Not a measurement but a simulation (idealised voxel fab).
Module name: voxel transistor to metal (process module)
cross-section cut | 205 nm wide | cells 5 nm
A cross-section is written here as square cells arranged in a grid, and it is given in bands from the top down, each band taking up one or more rows of cells. The band entry comprises the height of the band's top followed by the height of its bottom, expressed in nm, and subsequently the band's materials from left to right, each stated together with its width in nm. Where a single material is marked with the word "everywhere", that material fills the band from edge to edge. The word "air" represents empty space. Height is counted from the level 0, under which the received wafer is composed throughout of one material. The lowest of the bands is not closed at the bottom but continues downward, in the notation "from 0 down". The expression "30 to 40" gives the width at the extremes of the band, the first number at its top row of cells and the second at its bottom row, with the width changing by equal amounts from each row to the next in between. "left unchanged" means the step left every cell of the cross-section as it was. In the "Non-vented voids" entry, you get each enclosed empty space of 8 cells or more, one with no open way to the top, written width x height at distance, distance from the left edge, in nm. Formally, on a step line, whatever follows the settings is a remark that the simulator itself makes on the step. overlay nm: where the mask lay relative to plan, measured to the right, on steps with a mask; negatives go left.

## Set out below are the planned steps of the process
1. RECEIVE [material Si]
2. CONFORMAL_DEP [material SiO2] [thk nm 5]
3. CONFORMAL_DEP [material SiN] [thk nm 15]
4. PATTERN [tone cover] [mask id ACTIVE] [material resist] [width nm 105] [thk nm 20] [overlay nm 0]
5. DIRECTIONAL_ETCH [etch materials SiN] [depth nm 15]
6. DIRECTIONAL_ETCH [etch materials SiO2] [depth nm 5]
7. DIRECTIONAL_ETCH [etch materials Si] [depth nm 20]
8. STRIP [etch materials resist]
9. FILL_DEP [material SiO2] [thk nm 15]
10. CMP [height nm 20]
11. SELECTIVE_ETCH [etch materials SiO2] [depth nm 10]
12. STRIP [etch materials SiN]
13. SELECTIVE_ETCH [etch materials SiO2] [depth nm 5]
14. OXIDIZE [depth nm 5]
15. DIRECTIONAL_DEP [material polySi] [thk nm 20]
16. DIRECTIONAL_DEP [material SiCN] [thk nm 15]
17. PATTERN [tone cover] [mask id GATE] [material resist] [width nm 25] [thk nm 20] [overlay nm 0]
18. DIRECTIONAL_ETCH [etch materials SiCN] [depth nm 25]
19. DIRECTIONAL_ETCH [etch materials polySi] [depth nm 30]
20. STRIP [etch materials resist]
21. CONFORMAL_DEP [material SiN] [thk nm 10]
22. DIRECTIONAL_ETCH [etch materials SiN] [depth nm 10]
23. DIRECTIONAL_ETCH [etch materials SiO2] [depth nm 5]
24. DIRECTIONAL_ETCH [etch materials Si] [depth nm 15]
25. EPI [material SiGe] [thk nm 15]
26. FILL_DEP [material SiO2] [thk nm 5]
27. CMP [height nm 35]
28. DIRECTIONAL_DEP [material SiO2] [thk nm 15]
29. MASKED_ETCH [tone open] [mask id CONTACT] [width nm 15] [pitch nm 80] [etch materials SiO2] [depth nm 40] [overlay nm 0]
30. CONFORMAL_DEP [material TiN] [thk nm 5]
31. FILL_DEP [material Ru] [thk nm 5]
32. CMP [height nm 50]
33. CONFORMAL_DEP [material SiN] [thk nm 5]
34. DIRECTIONAL_DEP [material lowk] [thk nm 15]
35. DIRECTIONAL_DEP [material aC] [thk nm 10]
36. PATTERN [tone open] [mask id METAL_1] [material resist] [width nm 15] [pitch nm 80] [thk nm 30] [overlay nm 0]
37. DIRECTIONAL_ETCH [etch materials aC] [depth nm 10]
38. STRIP [etch materials resist]
39. DIRECTIONAL_ETCH [etch materials lowk] [depth nm 15]
40. DIRECTIONAL_ETCH [etch materials SiN] [depth nm 5]
41. STRIP [etch materials aC]
42. CONFORMAL_DEP [material TiN] [thk nm 5]
43. FILL_DEP [material Cu] [thk nm 10]
44. CMP [height nm 70]
45. CONFORMAL_DEP [material SiCN] [thk nm 5]
46. DIRECTIONAL_DEP [material lowk] [thk nm 30]
47. DIRECTIONAL_DEP [material aC] [thk nm 15]
48. PATTERN [tone open] [mask id METAL_2] [material resist] [width nm 15] [pitch nm 80] [thk nm 30] [overlay nm 0]
49. DIRECTIONAL_ETCH [etch materials aC] [depth nm 15]
50. STRIP [etch materials resist]
51. DIRECTIONAL_ETCH [etch materials lowk] [depth nm 20]
52. STRIP [etch materials aC]
53. MASKED_ETCH [tone open] [mask id METAL_2_HOLES] [width nm 15] [pitch nm 80] [etch materials lowk] [depth nm 10] [overlay nm 0]
54. MASKED_ETCH [tone open] [mask id METAL_2_HOLES] [width nm 15] [pitch nm 80] [etch materials SiCN] [depth nm 5] [overlay nm 0]
55. CONFORMAL_DEP [material TiN] [thk nm 5]
56. FILL_DEP [material Cu] [thk nm 10]
57. CMP [height nm 105]
58. CONFORMAL_DEP [material SiN] [thk nm 5]

## Wafer cross-section on receipt, i.e. after step 1
* from 0 down: Si everywhere
* Non-vented voids: none

## First of two wafers at the end of the module, shown in cross-section; run carried out as planned
* from 110 to 105: SiN everywhere
* from 105 to 75: 55 of lowk, 5 of TiN, 5 of Cu, 5 of TiN, 65 of lowk, 5 of TiN, 5 of Cu, 5 of TiN, 55 of lowk
* from 75 to 70: 55 of SiCN, 15 of TiN, 65 of SiCN, 15 of TiN, 55 of SiCN
* from 70 to 55: 55 of lowk, 5 of TiN, 5 of Cu, 5 of TiN, 65 of lowk, 5 of TiN, 5 of Cu, 5 of TiN, 55 of lowk
* from 55 to 50: 55 of SiN, 15 of TiN, 65 of SiN, 15 of TiN, 55 of SiN
* from 50 to 35: 55 of SiO2, 5 of TiN, 5 of Ru, 5 of TiN, 65 of SiO2, 5 of TiN, 5 of Ru, 5 of TiN, 55 of SiO2
* from 35 to 20: 55 of SiO2, 5 of TiN, 5 of Ru, 5 of TiN, 10 of SiO2, 10 of SiN, 25 of SiCN, 10 of SiN, 10 of SiO2, 5 of TiN, 5 of Ru, 5 of TiN, 55 of SiO2
* from 20 to 15: 55 of SiO2, 5 of TiN, 5 of Ru, 5 of TiN, 10 of SiO2, 10 of SiN, 25 of polySi, 10 of SiN, 10 of SiO2, 5 of TiN, 5 of Ru, 5 of TiN, 55 of SiO2
* from 15 to 10: 55 of SiO2, 15 of TiN, 10 of SiO2, 10 of SiN, 25 of polySi, 10 of SiN, 10 of SiO2, 15 of TiN, 55 of SiO2
* from 10 to 5: 50 of SiO2, 30 of SiGe, 10 of SiN, 25 of polySi, 10 of SiN, 30 of SiGe, 50 of SiO2
* from 5 to 0: 45 of SiO2, 10 of SiN, 25 of SiGe, 10 of SiN, 25 of polySi, 10 of SiN, 25 of SiGe, 10 of SiN, 45 of SiO2
* from 0 to -5: 55 of SiO2, 25 of SiGe, 45 of SiO2, 25 of SiGe, 55 of SiO2
* from -5 to -20: 50 of SiO2, 5 of Si, 25 of SiGe, 45 of Si, 25 of SiGe, 5 of Si, 50 of SiO2
* from -20 down: Si everywhere
* Non-vented voids: none

## Cross-sectional image of the second wafer of the two following completion of the module. Starting state and process plan were the same as for the first wafer; one execution error occurred
* from 110 to 105: SiN everywhere
* from 105 to 75: 55 of lowk, 5 of TiN, 5 of Cu, 5 of TiN, 65 of lowk, 5 of TiN, 5 of Cu, 5 of TiN, 55 of lowk
* from 75 to 70: 55 of SiCN, 15 of TiN, 65 of SiCN, 15 of TiN, 55 of SiCN
* from 70 to 55: 55 of lowk, 5 of TiN, 5 of Cu, 5 of TiN, 65 of lowk, 5 of TiN, 5 of Cu, 5 of TiN, 55 of lowk
* from 55 to 50: 55 of SiN, 15 of TiN, 65 of SiN, 15 of TiN, 55 of SiN
* from 50 to 35: 55 of SiO2, 5 of TiN, 5 of Ru, 5 of TiN, 65 of SiO2, 5 of TiN, 5 of Ru, 5 of TiN, 55 of SiO2
* from 35 to 30: 55 of SiO2, 5 of TiN, 5 of Ru, 5 of TiN, 10 of SiO2, 10 of SiN, 25 of SiCN, 10 of SiN, 10 of SiO2, 5 of TiN, 5 of Ru, 5 of TiN, 55 of SiO2
* from 30 to 25: 55 of SiO2, 15 of TiN, 10 of SiO2, 10 of SiN, 25 of SiCN, 10 of SiN, 10 of SiO2, 15 of TiN, 55 of SiO2
* from 25 to 20: 35 of SiO2, 45 of SiGe, 10 of SiN, 25 of SiCN, 10 of SiN, 45 of SiGe, 35 of SiO2
* from 20 to 5: 35 of SiO2, 45 of SiGe, 10 of SiN, 25 of polySi, 10 of SiN, 45 of SiGe, 35 of SiO2
* from 5 to 0: 35 of SiO2, 10 of SiGe, 10 of SiN, 25 of SiGe, 10 of SiN, 25 of polySi, 10 of SiN, 25 of SiGe, 10 of SiN, 10 of SiGe, 35 of SiO2
* from 0 to -5: 55 of SiO2, 25 of SiGe, 45 of SiO2, 25 of SiGe, 55 of SiO2
* from -5 to -20: 50 of SiO2, 5 of Si, 25 of SiGe, 45 of Si, 25 of SiGe, 5 of Si, 50 of SiO2
* from -20 down: Si everywhere
* Non-vented voids: none
What was done differently from what was planned? the plan's step 25 ran twice
Looking at both finished wafers in cells, the second ends up ahead of or behind the first on some materials: -6 Ru | +64 SiGe | -46 SiO2 | -12 TiN
